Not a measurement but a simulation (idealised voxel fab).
Documented hereafter: the process module known as voxel gate over fins.
Cross-section cut: width 175 nm, square cells of 5 nm.
When this document writes out a cross-section, it uses a grid of square cells and lists it as bands, beginning at the top and moving down, with a band standing for one or more rows of cells.
Heights first: top, then bottom, in nm. Then materials, left to right, each with a width in nm. "all across" on a single material: fills the band edge to edge. "blank": empty space.
Height 0 is the level under which the wafer as received is all one material. The lowest band goes on downwards, as in "z 0 and below".
Top row gets the first number, bottom row gets the second, and each row in between changes by the same step: that is how a band width like "30->40" works.
Key: "stayed the same" - step with no changed cell in the cross-section.
Empty spaces without an open route to the top, at least 8 cells in extent, make up the entry "Closed internal voids"; each is given as width x height at distance, where the distance is measured from the left edge, and all are in nm.
On each step's line, the part that comes after the settings is the simulator's own comment on the step.
Each step line may optionally specify "overlay nm", which for a step with a mask gives the rightward distance between the mask's planned place and where it lay, a negative value indicating the leftward direction.

Steps planned for the process
1: RECEIVE (material Si)
2: CONFORMAL_DEP (material SiN; thk nm 10)
3: MASKED_ETCH (tone cover; mask id FINS; width nm 15; pitch nm 35; etch materials SiN; depth nm 10; overlay nm 0)
4: MASKED_ETCH (tone cover; mask id FINS; width nm 15; pitch nm 35; etch materials Si; depth nm 35; overlay nm 0)
5: OXIDIZE (depth nm 5)
6: FILL_DEP (material SiO2; thk nm 15)
7: CMP (height nm 10)
8: SELECTIVE_ETCH (etch materials SiO2; depth nm 20)
9: STRIP (etch materials SiN)
10: CONFORMAL_DEP (material HfO2; thk nm 5)
11: CONFORMAL_DEP (material TiN; thk nm 5)
12: FILL_DEP (material W; thk nm 10)
13: CMP (height nm 15)
14: CONFORMAL_DEP (material SiN; thk nm 10)

What follows covers the first of two wafers; it ran as planned

Cross-section, incoming material, after step 1
> z 0 and below | Si all across
> Closed internal voids: none

After step 2
> z 10 to 0 | SiN all across
> For the remainder of the cross-section, below 0, there is no change.

After step 3
> z 10 to 0 | blank 25  SiN 15  blank 20  SiN 15  blank 20  SiN 15  blank 20  SiN 15  blank 30
> For the remainder of the cross-section, below 0, there is no change.

After step 4
> z 10 to 0 | blank 25  SiN 15  blank 20  SiN 15  blank 20  SiN 15  blank 20  SiN 15  blank 30
> z 0 to -35 | blank 25  Si 15  blank 20  Si 15  blank 20  Si 15  blank 20  Si 15  blank 30
> For the remainder of the cross-section, below -35, there is no change.

After step 5
> z 10 to 0 | blank 25  SiN 15  blank 20  SiN 15  blank 20  SiN 15  blank 20  SiN 15  blank 30
> z 0 to -35 | blank 25  SiO2 5  Si 5  SiO2 5  blank 20  SiO2 5  Si 5  SiO2 5  blank 20  SiO2 5  Si 5  SiO2 5  blank 20  SiO2 5  Si 5  SiO2 5  blank 30
> z -35 to -40 | SiO2 30  Si 5  SiO2 30  Si 5  SiO2 30  Si 5  SiO2 30  Si 5  SiO2 35
> For the remainder of the cross-section, below -40, there is no change.

After step 6
> z 25 to 10 | SiO2 all across
> z 10 to 0 | SiO2 25  SiN 15  SiO2 20  SiN 15  SiO2 20  SiN 15  SiO2 20  SiN 15  SiO2 30
> z 0 to -40 | SiO2 30  Si 5  SiO2 30  Si 5  SiO2 30  Si 5  SiO2 30  Si 5  SiO2 35
> For the remainder of the cross-section, below -40, there is no change.

After step 7
> z 10 to 0 | SiO2 25  SiN 15  SiO2 20  SiN 15  SiO2 20  SiN 15  SiO2 20  SiN 15  SiO2 30
> For the remainder of the cross-section, below 0, there is no change.

After step 8
> z 10 to 0 | blank 25  SiN 15  blank 20  SiN 15  blank 20  SiN 15  blank 20  SiN 15  blank 30
> z 0 to -10 | blank 30  Si 5  blank 30  Si 5  blank 30  Si 5  blank 30  Si 5  blank 35
> For the remainder of the cross-section, below -10, there is no change.

After step 9
> z 0 to -10 | blank 30  Si 5  blank 30  Si 5  blank 30  Si 5  blank 30  Si 5  blank 35
> For the remainder of the cross-section, below -10, there is no change.

After step 10
> z 5 to 0 | blank 25  HfO2 15  blank 20  HfO2 15  blank 20  HfO2 15  blank 20  HfO2 15  blank 30
> z 0 to -5 | blank 25  HfO2 5  Si 5  HfO2 5  blank 20  HfO2 5  Si 5  HfO2 5  blank 20  HfO2 5  Si 5  HfO2 5  blank 20  HfO2 5  Si 5  HfO2 5  blank 30
> z -5 to -10 | HfO2 30  Si 5  HfO2 30  Si 5  HfO2 30  Si 5  HfO2 30  Si 5  HfO2 35
> For the remainder of the cross-section, below -10, there is no change.

After step 11
> z 10 to 5 | blank 20  TiN 25  blank 10  TiN 25  blank 10  TiN 25  blank 10  TiN 25  blank 25
> z 5 to 0 | blank 20  TiN 5  HfO2 15  TiN 5  blank 10  TiN 5  HfO2 15  TiN 5  blank 10  TiN 5  HfO2 15  TiN 5  blank 10  TiN 5  HfO2 15  TiN 5  blank 25
> z 0 to -5 | TiN 25  HfO2 5  Si 5  HfO2 5  TiN 20  HfO2 5  Si 5  HfO2 5  TiN 20  HfO2 5  Si 5  HfO2 5  TiN 20  HfO2 5  Si 5  HfO2 5  TiN 30
> For the remainder of the cross-section, below -5, there is no change.

After step 12
> z 20 to 10 | W all across
> z 10 to 5 | W 20  TiN 25  W 10  TiN 25  W 10  TiN 25  W 10  TiN 25  W 25
> z 5 to 0 | W 20  TiN 5  HfO2 15  TiN 5  W 10  TiN 5  HfO2 15  TiN 5  W 10  TiN 5  HfO2 15  TiN 5  W 10  TiN 5  HfO2 15  TiN 5  W 25
> For the remainder of the cross-section, below 0, there is no change.

After step 13
> z 15 to 10 | W all across
> For the remainder of the cross-section, below 10, there is no change.

After step 14
> z 25 to 15 | SiN all across
> For the remainder of the cross-section, below 15, there is no change.

Wafer two of two - same starting point, same process plan, one mistake in execution; matches wafer one up to and including step 7

Second wafer profile in section, at the moment step 8 of the plan was meant to be complete
> z 10 to 0 | SiO2 25  blank 15  SiO2 20  blank 15  SiO2 20  blank 15  SiO2 20  blank 15  SiO2 30
> For the remainder of the cross-section, below 0, there is no change.

Second wafer profile in section, at the moment step 9 of the plan was meant to be complete
> z 0 to -10 | blank 30  Si 5  blank 30  Si 5  blank 30  Si 5  blank 30  Si 5  blank 35
> z -10 to -20 | SiO2 5  blank 25  Si 5  blank 30  Si 5  blank 30  Si 5  blank 30  Si 5  blank 25  SiO2 10
> For the remainder of the cross-section, below -20, there is no change.

Second wafer profile in section, at the moment step 10 of the plan was meant to be complete
> z 5 to 0 | blank 25  HfO2 15  blank 20  HfO2 15  blank 20  HfO2 15  blank 20  HfO2 15  blank 30
> z 0 to -5 | blank 25  HfO2 5  Si 5  HfO2 5  blank 20  HfO2 5  Si 5  HfO2 5  blank 20  HfO2 5  Si 5  HfO2 5  blank 20  HfO2 5  Si 5  HfO2 5  blank 30
> z -5 to -10 | HfO2 10  blank 15  HfO2 5  Si 5  HfO2 5  blank 20  HfO2 5  Si 5  HfO2 5  blank 20  HfO2 5  Si 5  HfO2 5  blank 20  HfO2 5  Si 5  HfO2 5  blank 15  HfO2 15
> z -10 to -15 | SiO2 5  HfO2 5  blank 15  HfO2 5  Si 5  HfO2 5  blank 20  HfO2 5  Si 5  HfO2 5  blank 20  HfO2 5  Si 5  HfO2 5  blank 20  HfO2 5  Si 5  HfO2 5  blank 15  HfO2 5  SiO2 10
> z -15 to -20 | SiO2 5  HfO2 25  Si 5  HfO2 30  Si 5  HfO2 30  Si 5  HfO2 30  Si 5  HfO2 25  SiO2 10
> For the remainder of the cross-section, below -20, there is no change.

Second wafer profile in section, at the moment step 11 of the plan was meant to be complete
> z 10 to 5 | blank 20  TiN 25  blank 10  TiN 25  blank 10  TiN 25  blank 10  TiN 25  blank 25
> z 5 to 0 | blank 20  TiN 5  HfO2 15  TiN 5  blank 10  TiN 5  HfO2 15  TiN 5  blank 10  TiN 5  HfO2 15  TiN 5  blank 10  TiN 5  HfO2 15  TiN 5  blank 25
> z 0 to -5 | TiN 15  blank 5  TiN 5  HfO2 5  Si 5  HfO2 5  TiN 5  blank 10  TiN 5  HfO2 5  Si 5  HfO2 5  TiN 5  blank 10  TiN 5  HfO2 5  Si 5  HfO2 5  TiN 5  blank 10  TiN 5  HfO2 5  Si 5  HfO2 5  TiN 5  blank 5  TiN 20
> z -5 to -10 | HfO2 10  TiN 5  blank 5  TiN 5  HfO2 5  Si 5  HfO2 5  TiN 5  blank 10  TiN 5  HfO2 5  Si 5  HfO2 5  TiN 5  blank 10  TiN 5  HfO2 5  Si 5  HfO2 5  TiN 5  blank 10  TiN 5  HfO2 5  Si 5  HfO2 5  TiN 5  blank 5  TiN 5  HfO2 15
> z -10 to -15 | SiO2 5  HfO2 5  TiN 15  HfO2 5  Si 5  HfO2 5  TiN 20  HfO2 5  Si 5  HfO2 5  TiN 20  HfO2 5  Si 5  HfO2 5  TiN 20  HfO2 5  Si 5  HfO2 5  TiN 15  HfO2 5  SiO2 10
> For the remainder of the cross-section, below -15, there is no change.

Second wafer profile in section, at the moment step 12 of the plan was meant to be complete
> z 20 to 10 | W all across
> z 10 to 5 | W 20  TiN 25  W 10  TiN 25  W 10  TiN 25  W 10  TiN 25  W 25
> z 5 to 0 | W 20  TiN 5  HfO2 15  TiN 5  W 10  TiN 5  HfO2 15  TiN 5  W 10  TiN 5  HfO2 15  TiN 5  W 10  TiN 5  HfO2 15  TiN 5  W 25
> z 0 to -5 | TiN 15  W 5  TiN 5  HfO2 5  Si 5  HfO2 5  TiN 5  W 10  TiN 5  HfO2 5  Si 5  HfO2 5  TiN 5  W 10  TiN 5  HfO2 5  Si 5  HfO2 5  TiN 5  W 10  TiN 5  HfO2 5  Si 5  HfO2 5  TiN 5  W 5  TiN 20
> z -5 to -10 | HfO2 10  TiN 5  W 5  TiN 5  HfO2 5  Si 5  HfO2 5  TiN 5  W 10  TiN 5  HfO2 5  Si 5  HfO2 5  TiN 5  W 10  TiN 5  HfO2 5  Si 5  HfO2 5  TiN 5  W 10  TiN 5  HfO2 5  Si 5  HfO2 5  TiN 5  W 5  TiN 5  HfO2 15
> For the remainder of the cross-section, below -10, there is no change.

Second wafer profile in section, at the moment step 13 of the plan was meant to be complete
> z 15 to 10 | W all across
> For the remainder of the cross-section, below 10, there is no change.

Second wafer profile in section, at the moment step 14 of the plan was meant to be complete
> z 25 to 15 | SiN all across
> For the remainder of the cross-section, below 15, there is no change.
Deviation from plan: it was found that steps 8 and 9 of the process plan had been performed in exchanged positions
Heads up, by the end the second wafer has more or fewer cells of some materials compared to the first: +20 HfO2; -56 SiO2; +20 TiN; +16 W
